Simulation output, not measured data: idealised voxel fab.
Process module heading - voxel ribs on slabs
FYI the section here is cut, 270 nm wide, cells are 5 nm squares.
Square cells in a grid make up a cross-section in this document, and the grid is given as bands, listed from the top down, each one or more rows of cells. Heights first: top, then bottom, in nm. Then materials, left to right, each with a width in nm. "everywhere" on a single material: fills the band edge to edge. "blank": empty space. Measure heights from 0. That's the level where, below it, the as-received wafer is all one material. The lowest band is bottomless and extends downward; write it as in "0 -> down". Width: "30->40" (first number = top row, second number = bottom row, same change from row to row of cells). For the purposes of this document, the phrase "stayed the same" attached to a step denotes that no cell within the cross-section was modified by that step. So "Completely enclosed voids" is basically the list of trapped voids: any empty space of 8 cells or more that can't reach the top through an opening. They're written width x height at distance, the distance being from the left edge, and it's all nm. That trailing text on a step's line, after the settings, is the simulator's own remark on the step. overlay nm: where the mask lay relative to plan, measured to the right, on steps with a mask; negatives go left.

Set out below are the planned steps of the process
1,RECEIVE (material Si)
2,DIRECTIONAL_DEP (material SiO2; thk nm 20)
3,DIRECTIONAL_DEP (material polySi; thk nm 15)
4,MASKED_ETCH (tone cover; mask id RIB; width nm 30; etch materials polySi; depth nm 5; overlay nm 0)
5,PATTERN (tone cover; mask id SLAB; material resist; width nm 60; thk nm 15; overlay nm 0)
6,DIRECTIONAL_ETCH (etch materials polySi; depth nm 10)
7,STRIP (etch materials resist)
8,FILL_DEP (material SiO2; thk nm 20)
9,CMP (height nm 50)
10,DIRECTIONAL_DEP (material W; thk nm 5)
11,DIRECTIONAL_DEP (material aC; thk nm 10)
12,PATTERN (tone cover; mask id HEATER; material resist; width nm 40; thk nm 25; overlay nm 0)
13,DIRECTIONAL_ETCH (etch materials aC; depth nm 10)
14,STRIP (etch materials resist)
15,DIRECTIONAL_ETCH (etch materials W; depth nm 5)
16,STRIP (etch materials aC)
17,CONFORMAL_DEP (material SiO2; thk nm 5)

Cross-section of the wafer as it came to us, i.e., already through step 1
	0 -> down  Si everywhere
	Completely enclosed voids: none

Cross-sectional image of the first of two wafers at the end of the module, the run having proceeded as planned
	60 -> 55  blank (110); SiO2 (50); blank (110)
	55 -> 50  SiO2 (115); W (40); SiO2 (115)
	50 -> 35  SiO2 everywhere
	35 -> 30  SiO2 (120); polySi (30); SiO2 (120)
	30 -> 20  SiO2 (105); polySi (60); SiO2 (105)
	20 -> 0  SiO2 everywhere
	0 -> down  Si everywhere
	Completely enclosed voids: none

So this is wafer number two of the two, cut at the end of the module - it started where the first did and had the same plan, we just got one thing wrong running it
	60 -> 55  blank (110); SiO2 (50); blank (110)
	55 -> 50  SiO2 (115); W (40); SiO2 (115)
	50 -> 40  SiO2 everywhere
	40 -> 35  SiO2 (120); polySi (30); SiO2 (120)
	35 -> 25  SiO2 (105); polySi (60); SiO2 (105)
	25 -> 0  SiO2 everywhere
	0 -> down  Si everywhere
	Completely enclosed voids: none
Deviation noted in wafer processing: so step 2 ended up running with a different setting than we planned, it ran as DIRECTIONAL_DEP (material SiO2; thk nm 25)
At the end, each material covers as many cells on the second wafer as it does on the first, though the cells it covers are elsewhere.
